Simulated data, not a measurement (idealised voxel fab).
Documented hereafter: the process module known as voxel air gaps.
Cross-section cut spans 250 nm and uses square cells 5 nm in size.
For the purposes of this document, a cross-section shall be understood as a grid of square cells, specified as bands listed in top-to-bottom order, each band consisting of one or more rows of cells.
This entry defines a band. It first specifies the height of the band's top and the height of its bottom in nm, and then specifies the band's materials from left to right, stating each material with its width in nm. The word "everywhere" identifies a single material that fills the band from edge to edge, while the word "air" identifies empty space.
Measure heights from 0. That's the level where, below it, the as-received wafer is all one material. The lowest band is bottomless and extends downward; write it as in "top 0, no bottom".
Read "30 to 40" as a graded width: first number on top, second number at the bottom, same change between each pair of neighbouring rows.
When a step is marked "no modification", none of the cells in the cross-section changed during that step.
What "Sealed voids" gives you is every empty space of 8 cells or more that is cut off from the top. Each appears as width x height at distance, with the distance taken from the left edge and width, height and distance all in nm.
Text after the settings on a step's line: the simulator's own remark on that step.
A step line may carry the setting "overlay nm", which, for steps involving a mask, states the distance by which the mask lay to the right of its intended position; negative values denote displacement to the left.
## List of planned process steps
| 1 | RECEIVE: material Si |
| 2 | CONFORMAL_DEP: material SiO2, thk nm 10 |
| 3 | CONFORMAL_DEP: material SiN, thk nm 5 |
| 4 | DIRECTIONAL_DEP: material lowk, thk nm 30 |
| 5 | DIRECTIONAL_DEP: material aC, thk nm 15 |
| 6 | PATTERN: tone open, mask id LINES, material resist, width nm 15, pitch nm 40, thk nm 35, overlay nm 0 |
| 7 | DIRECTIONAL_ETCH: etch materials aC, depth nm 15 |
| 8 | STRIP: etch materials resist |
| 9 | DIRECTIONAL_ETCH: etch materials lowk, depth nm 30 |
| 10 | STRIP: etch materials aC |
| 11 | CONFORMAL_DEP: material TiN, thk nm 5 |
| 12 | FILL_DEP: material Cu, thk nm 5 |
| 13 | CMP: height nm 45 |
| 14 | EPI: material Ru, thk nm 10 |
| 15 | SELECTIVE_ETCH: etch materials lowk, depth nm 40 |
| 16 | CONFORMAL_DEP: material SiN, thk nm 5 |
## Cross-section of the wafer as it came to us, i.e., already through step 1
    top 0, no bottom  Si everywhere
    Sealed voids: none
## Final cross-section, module run with one mistake (start and plan as above)
    top 60, bottom 55  SiN everywhere
    top 55, bottom 45  Ru everywhere
    top 45, bottom 40  Cu everywhere
    top 40, bottom 35  60 of TiN; 5 of Cu; 35 of TiN; 5 of Cu; 35 of TiN; 5 of Cu; 35 of TiN; 5 of Cu; 65 of TiN
    top 35, bottom 10  55 of lowk; 5 of TiN; 5 of Cu; 5 of TiN; 25 of lowk; 5 of TiN; 5 of Cu; 5 of TiN; 25 of lowk; 5 of TiN; 5 of Cu; 5 of TiN; 25 of lowk; 5 of TiN; 5 of Cu; 5 of TiN; 60 of lowk
    top 10, bottom 5  55 of lowk; 15 of TiN; 25 of lowk; 15 of TiN; 25 of lowk; 15 of TiN; 25 of lowk; 15 of TiN; 60 of lowk
    top 5, bottom 0  SiN everywhere
    top 0, no bottom  Si everywhere
    Sealed voids: none
In executing the process, a mistake was made relative to the plan: step 2 of the plan did not run at all; it was left out
